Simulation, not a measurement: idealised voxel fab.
Process module heading - voxel self aligned contacts
FYI the section here is cut, 280 nm wide, cells are 5 nm squares.
Cross-section spec: square-cell grid; bands listed top down; each band is one or more rows.
Band: top and bottom heights (nm) first, top before bottom; then materials from left to right, widths in nm. "all across" marks a sole material filling the band edge to edge. "air" denotes empty space.
Height datum 0, below which the as-received substrate wafer is one material. Lowest band open at the bottom, running downward: "from 0 down".
It should be noted that a width expressed as "30..40" varies in equal increments from row to row of cells within the band, taking the value of the first number at the top row and that of the second number at the bottom row.
The cross-section has no changed cell in any step marked "identical to before".
This entry, "Closed void register", enumerates those empty regions of no fewer than 8 cells that possess no open connection to the top. Each region is reported in the form width x height at distance, the distance being taken from the left edge, with all three quantities expressed in nm.
Whatever follows a step's settings on its line is a remark the simulator itself makes about that step.
A step line may carry the setting "overlay nm", which, for steps involving a mask, states the distance by which the mask lay to the right of its intended position; negative values denote displacement to the left.

[Steps planned for the process]
step 1: RECEIVE, material Si
step 2: CONFORMAL_DEP, material SiO2, thk nm 5
step 3: DIRECTIONAL_DEP, material polySi, thk nm 30
step 4: DIRECTIONAL_DEP, material SiN, thk nm 20
step 5: MASKED_ETCH, tone cover, mask id GATE, width nm 25, pitch nm 50, etch materials SiN, depth nm 20, overlay nm 0
step 6: MASKED_ETCH, tone cover, mask id GATE, width nm 25, pitch nm 50, etch materials polySi, depth nm 30, overlay nm 0
step 7: CONFORMAL_DEP, material SiN, thk nm 5
step 8: DIRECTIONAL_ETCH, etch materials SiN, depth nm 5
step 9: FILL_DEP, material SiO2, thk nm 20
step 10: CMP, height nm 65
step 11: PATTERN, tone open, mask id CONTACT, material resist, width nm 35, pitch nm 50, thk nm 15, overlay nm 0
step 12: DIRECTIONAL_ETCH, etch materials SiO2, depth nm 65
step 13: STRIP, etch materials resist
step 14: CONFORMAL_DEP, material TiN, thk nm 5
step 15: FILL_DEP, material W, thk nm 10
step 16: CMP, height nm 65
step 17: CONFORMAL_DEP, material SiCN, thk nm 5

[Cross-section of the wafer as it came to us, i.e., already through step 1]
* from 0 down: Si all across
* Closed void register: none

[Wafer cross-section at module end: first of two, run to plan]
* from 70 to 65: SiCN all across
* from 65 to 55: SiO2=95, then TiN=5..15, then W=25..5, then TiN=5..15, then SiO2=15, then TiN=5..15, then W=25..5, then TiN=5..15, then SiO2=100
* from 55 to 35: SiO2=70, then SiN=35, then TiN=5, then W=5, then TiN=5, then SiN=35, then TiN=5, then W=5, then TiN=5, then SiN=35, then SiO2=75
* from 35 to 5: SiO2=70, then SiN=5, then polySi=25, then SiN=5, then TiN=5, then W=5, then TiN=5, then SiN=5, then polySi=25, then SiN=5, then TiN=5, then W=5, then TiN=5, then SiN=5, then polySi=25, then SiN=5, then SiO2=75
* from 5 to 0: SiO2=105, then TiN=15, then SiO2=35, then TiN=15, then SiO2=110
* from 0 down: Si all across
* Closed void register: none

[Cross-section, second wafer: same start as the first, same plan as the first, one mistake in running it; taken at the end of the module]
* from 70 to 65: SiCN all across
* from 65 to 55: SiO2=95, then TiN=5, then W=25, then TiN=5, then SiO2=15, then TiN=5, then W=25, then TiN=5, then SiO2=100
* from 55 to 50: SiO2=95, then TiN=10, then W=15, then TiN=10, then SiO2=15, then TiN=10, then W=15, then TiN=10, then SiO2=100
* from 50 to 35: SiO2=75, then SiN=25, then TiN=5, then W=15, then TiN=5, then SiN=25, then TiN=5, then W=15, then TiN=5, then SiN=25, then SiO2=80
* from 35 to 5: SiO2=75, then polySi=25, then TiN=5, then W=15, then TiN=5, then polySi=25, then TiN=5, then W=15, then TiN=5, then polySi=25, then SiO2=80
* from 5 to 0: SiO2=100, then TiN=25, then SiO2=25, then TiN=25, then SiO2=105
* from 0 down: Si all across
* Closed void register: none
Finding, execution versus plan: step 7 of the plan was omitted and not executed
Wafer comparison, final, in cells, second relative to first, materials more or fewer: SiN -75; SiO2 +27; W +48
